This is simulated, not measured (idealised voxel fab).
process module | voxel ribs on slabs
cross-section cut | 165 nm wide | cells 5 nm
A cross-section is a grid of square cells, given in bands from the top down. A band is one or more rows of cells.
Each band's line starts with the height of the band's top and of its bottom, in nm. Then come its materials from left to right, each with its width in nm. One material with "throughout" fills the band from edge to edge. "air" is empty space.
Height 0 is the level under which the wafer as received is all one material. The lowest band goes on downwards, as in "0 down".
A width such as "30 to 40" changes by the same amount from each row of cells to the next, from the band's top row to its bottom row.
"no change" after a step means that no cell of the cross-section changed.
closed voids: empty space of 8 cells or more with no open way to the top, each as width x height at its distance from the left edge, in nm
after a step's settings: what the simulator itself notes on the step
overlay nm, on a step with a mask: how far to the right of its planned place the mask lay; to the left if negative
plan
1 op RECEIVE | material Si
2 op DIRECTIONAL_DEP | material SiO2 | thk nm 20
3 op DIRECTIONAL_DEP | material polySi | thk nm 20
4 op PATTERN | tone cover | mask id RIB | material resist | width nm 15 | thk nm 15 | overlay nm 0
5 op DIRECTIONAL_ETCH | etch materials polySi | depth nm 15
6 op STRIP | etch materials resist
7 op DIRECTIONAL_DEP | material aC | thk nm 15
8 op PATTERN | tone cover | mask id SLAB | material resist | width nm 55 | thk nm 30 | overlay nm 0
9 op DIRECTIONAL_ETCH | etch materials aC | depth nm 15
10 op STRIP | etch materials resist
11 op DIRECTIONAL_ETCH | etch materials polySi | depth nm 5
12 op STRIP | etch materials aC
13 op FILL_DEP | material SiO2 | thk nm 30
14 op CMP | height nm 60
15 op DIRECTIONAL_DEP | material W | thk nm 5
16 op DIRECTIONAL_DEP | material aC | thk nm 15
17 op PATTERN | tone cover | mask id HEATER | material resist | width nm 25 | thk nm 35 | overlay nm 0
18 op DIRECTIONAL_ETCH | etch materials aC | depth nm 15
19 op STRIP | etch materials resist
20 op DIRECTIONAL_ETCH | etch materials W | depth nm 5
21 op STRIP | etch materials aC
22 op CONFORMAL_DEP | material SiO2 | thk nm 5
as received, after step 1
  0 down: Si throughout
  closed voids: none
first wafer at the end, as planned
  70 to 65: air 65 | SiO2 35 | air 65
  65 to 60: SiO2 70 | W 25 | SiO2 70
  60 to 40: SiO2 throughout
  40 to 25: SiO2 75 | polySi 15 | SiO2 75
  25 to 20: SiO2 55 | polySi 55 | SiO2 55
  20 to 0: SiO2 throughout
  0 down: Si throughout
  closed voids: none
second wafer at the end: like start, like plan, one mistake
  70 to 65: air 65 | SiO2 35 | air 65
  65 to 60: SiO2 70 | W 25 | SiO2 70
  60 to 35: SiO2 throughout
  35 to 25: SiO2 75 | polySi 15 | SiO2 75
  25 to 20: polySi 55 | SiO2 20 | polySi 15 | SiO2 20 | polySi 55
  20 to 0: SiO2 throughout
  0 down: Si throughout
  closed voids: none
what went wrong: step 8 ran as: op PATTERN | tone open | mask id SLAB | material resist | width nm 55 | thk nm 30 | overlay nm 0
at the end the second wafer has, in cells: 11 fewer of SiO2 | 11 more of polySi
